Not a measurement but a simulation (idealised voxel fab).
You're looking at the process module voxel double patterning.
The width of the displayed cross-section, cut, is 230 nm; its cells are square, with a size of 5 nm.
Notation: cross-section as square-cell grid; stated in bands, top first, going down; one or more cell rows per band.
The band entry comprises the height of the band's top followed by the height of its bottom, expressed in nm, and subsequently the band's materials from left to right, each stated together with its width in nm. Where a single material is marked with the word "throughout", that material fills the band from edge to edge. The word "blank" represents empty space.
Where do heights start? At 0: under that level the wafer as delivered is made of one material only. And the lowest band has no floor; it just carries on downward, as in "0 down".
So if you see something like "30->40" for the width, read it as the top row of the band sitting at the first number and the bottom row at the second, with every row in between moving by the same amount as the last.
Step marked "all unchanged"? Then no cell in the cross-section changed in it.
Entry "Unvented cavities". Content: empty spaces with no open connection to the top, size 8 cells or greater. Each: width x height at distance. Distance: from left edge. Unit: nm.
It should be noted that, on the line of a given step, the content following the step's settings is a remark produced by the simulator itself with respect to that step.
You can add "overlay nm" to a step's line. For a step with a mask, it describes how far the mask lay to the right of its planned position, and a negative number describes a lay to the left.
**The process steps that were planned are listed below**
| 1 | RECEIVE [material Si] |
| 2 | CONFORMAL_DEP [material SiO2] [thk nm 5] |
| 3 | DIRECTIONAL_DEP [material W] [thk nm 20] |
| 4 | DIRECTIONAL_DEP [material SiCN] [thk nm 10] |
| 5 | DIRECTIONAL_DEP [material aC] [thk nm 10] |
| 6 | PATTERN [tone open] [mask id FIRST] [material resist] [width nm 15] [pitch nm 50] [thk nm 25] [overlay nm 0] |
| 7 | DIRECTIONAL_ETCH [etch materials aC] [depth nm 10] |
| 8 | STRIP [etch materials resist] |
| 9 | DIRECTIONAL_ETCH [etch materials SiCN] [depth nm 10] |
| 10 | STRIP [etch materials aC] |
| 11 | MASKED_ETCH [tone open] [mask id SECOND] [width nm 15] [pitch nm 50] [etch materials SiCN] [depth nm 10] [overlay nm 0] |
| 12 | DIRECTIONAL_ETCH [etch materials W] [depth nm 20] |
| 13 | STRIP [etch materials SiCN] |
**The first of a set of two wafers, run to plan**
**Cross-sectional view of the wafer in its as-received condition, corresponding to the state after step 1**
> 0 down = Si throughout
> Unvented cavities: none
**Step 2 done - wafer cross-section**
> 5 to 0 = SiO2 throughout
> below 0: unchanged
**Step 3 done - wafer cross-section**
> 25 to 5 = W throughout
> below 5: unchanged
**Step 4 done - wafer cross-section**
> 35 to 25 = SiCN throughout
> below 25: unchanged
**Step 5 done - wafer cross-section**
> 45 to 35 = aC throughout
> below 35: unchanged
**Step 6 done - wafer cross-section**
> 70 to 45 = 55 resist | 15 blank | 35 resist | 15 blank | 35 resist | 15 blank | 60 resist
> below 45: unchanged
**Step 7 done - wafer cross-section**
> 60 to 45 = 55 resist | 15 blank | 35 resist | 15 blank | 35 resist | 15 blank | 60 resist
> 45 to 35 = 55 aC | 15 blank | 35 aC | 15 blank | 35 aC | 15 blank | 60 aC
> below 35: unchanged
**Step 8 done - wafer cross-section**
> 45 to 35 = 55 aC | 15 blank | 35 aC | 15 blank | 35 aC | 15 blank | 60 aC
> below 35: unchanged
**Step 9 done - wafer cross-section**
> 45 to 35 = 55 aC | 15 blank | 35 aC | 15 blank | 35 aC | 15 blank | 60 aC
> 35 to 25 = 55 SiCN | 15 blank | 35 SiCN | 15 blank | 35 SiCN | 15 blank | 60 SiCN
> below 25: unchanged
**Step 10 done - wafer cross-section**
> 35 to 25 = 55 SiCN | 15 blank | 35 SiCN | 15 blank | 35 SiCN | 15 blank | 60 SiCN
> below 25: unchanged
**Step 11 done - wafer cross-section**
> 35 to 25 = 55 SiCN | 15 blank | 10 SiCN | 15 blank | 10 SiCN | 15 blank | 10 SiCN | 15 blank | 10 SiCN | 15 blank | 60 SiCN
> below 25: unchanged
**Step 12 done - wafer cross-section**
> 35 to 25 = 55 SiCN | 15 blank | 10 SiCN | 15 blank | 10 SiCN | 15 blank | 10 SiCN | 15 blank | 10 SiCN | 15 blank | 60 SiCN
> 25 to 5 = 55 W | 15 blank | 10 W | 15 blank | 10 W | 15 blank | 10 W | 15 blank | 10 W | 15 blank | 60 W
> below 5: unchanged
**Step 13 done - wafer cross-section**
> 25 to 5 = 55 W | 15 blank | 10 W | 15 blank | 10 W | 15 blank | 10 W | 15 blank | 10 W | 15 blank | 60 W
> below 5: unchanged
**What follows concerns the second wafer, which started out like the first and was meant to follow the very same plan; one mistake crept in when it was run, but everything up to and including step 3 is the same as for the first wafer**
**What the second wafer looks like in cross-section when step 4 should have wrapped up**
> 35 to 25 = SiO2 throughout
> below 25: unchanged
**What the second wafer looks like in cross-section when step 5 should have wrapped up**
> 45 to 35 = aC throughout
> below 35: unchanged
**What the second wafer looks like in cross-section when step 6 should have wrapped up**
> 70 to 45 = 55 resist | 15 blank | 35 resist | 15 blank | 35 resist | 15 blank | 60 resist
> below 45: unchanged
**What the second wafer looks like in cross-section when step 7 should have wrapped up**
> 60 to 45 = 55 resist | 15 blank | 35 resist | 15 blank | 35 resist | 15 blank | 60 resist
> 45 to 35 = 55 aC | 15 blank | 35 aC | 15 blank | 35 aC | 15 blank | 60 aC
> below 35: unchanged
**What the second wafer looks like in cross-section when step 8 should have wrapped up**
> 45 to 35 = 55 aC | 15 blank | 35 aC | 15 blank | 35 aC | 15 blank | 60 aC
> below 35: unchanged
What the second wafer looks like in cross-section when step 9 should have wrapped up: all unchanged
**What the second wafer looks like in cross-section when step 10 should have wrapped up**
> 35 to 25 = SiO2 throughout
> below 25: unchanged
What the second wafer looks like in cross-section when step 11 should have wrapped up: all unchanged
What the second wafer looks like in cross-section when step 12 should have wrapped up: all unchanged
What the second wafer looks like in cross-section when step 13 should have wrapped up: all unchanged
Which mistake was made when the wafer was run? step 4 was run on a setting that differed from the plan, and what really ran there is DIRECTIONAL_DEP [material SiO2] [thk nm 10]
Looking at both finished wafers in cells, the second ends up ahead of or behind the first on some materials: SiO2 +92; W +60
